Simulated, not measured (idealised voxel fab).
The following process module bears the name voxel plated lines.
This is section cut - it's 225 nm across, gridded in 5 nm square cells.
Notation: cross-section as square-cell grid; stated in bands, top first, going down; one or more cell rows per band.
This entry defines a band. It first specifies the height of the band's top and the height of its bottom in nm, and then specifies the band's materials from left to right, stating each material with its width in nm. The word "everywhere" identifies a single material that fills the band from edge to edge, while the word "empty" identifies empty space.
Height datum 0, below which the as-received substrate wafer is one material. Lowest band open at the bottom, running downward: "from 0 down".
You'd read "30->40" like this: the band's top row of cells is as wide as the first number, its bottom row is as wide as the second, and going down, every row changes width by the same amount as the row before did.
Take "remained unchanged" at face value: in the step it is given for, the cross-section changed in none of its cells.
"Closed empty spaces": empty spaces of 8 cells or more with no open way to the top, each given as width x height at distance, distance from the left edge, all in nm.
If you see something after the settings on a step's line, that's the simulator's own remark about that step.
On any step carrying a mask, the "overlay nm" setting, if present on the step's line, tells how far right of its planned place the mask lay; negative values point to the left.

# Steps planned for the process
1) RECEIVE (material Si)
2) CONFORMAL_DEP (material SiO2; thk nm 5)
3) DIRECTIONAL_DEP (material TiN; thk nm 5)
4) PATTERN (tone open; mask id LINES; material resist; width nm 30; pitch nm 45; thk nm 30; overlay nm 0)
5) EPI (material Ru; thk nm 10)
6) EPI (material Ru; thk nm 10)
7) STRIP (etch materials resist)
8) DIRECTIONAL_ETCH (etch materials TiN; depth nm 5)
9) CONFORMAL_DEP (material SiN; thk nm 10)

# Wafer cross-section on receipt, i.e. after step 1
	from 0 down  Si everywhere
	Closed empty spaces: none

# The module was run from the start shown above using the plan shown above, but one mistake was made doing it; the resulting wafer cross-section is below
	from 40 to 30  45 nm empty / 135 nm SiN / 45 nm empty
	from 30 to 15  45 nm empty / 10 nm SiN / 25 nm Ru / 20 nm SiN / 25 nm Ru / 20 nm SiN / 25 nm Ru / 10 nm SiN / 45 nm empty
	from 15 to 10  55 nm SiN / 25 nm Ru / 20 nm SiN / 25 nm Ru / 20 nm SiN / 25 nm Ru / 55 nm SiN
	from 10 to 5  55 nm SiN / 25 nm TiN / 20 nm SiN / 25 nm TiN / 20 nm SiN / 25 nm TiN / 55 nm SiN
	from 5 to 0  SiO2 everywhere
	from 0 down  Si everywhere
	Closed empty spaces: none
Processing error: step 4, actual vs plan mismatch, actual run PATTERN (tone open; mask id LINES; material resist; width nm 25; pitch nm 45; thk nm 30; overlay nm 0)
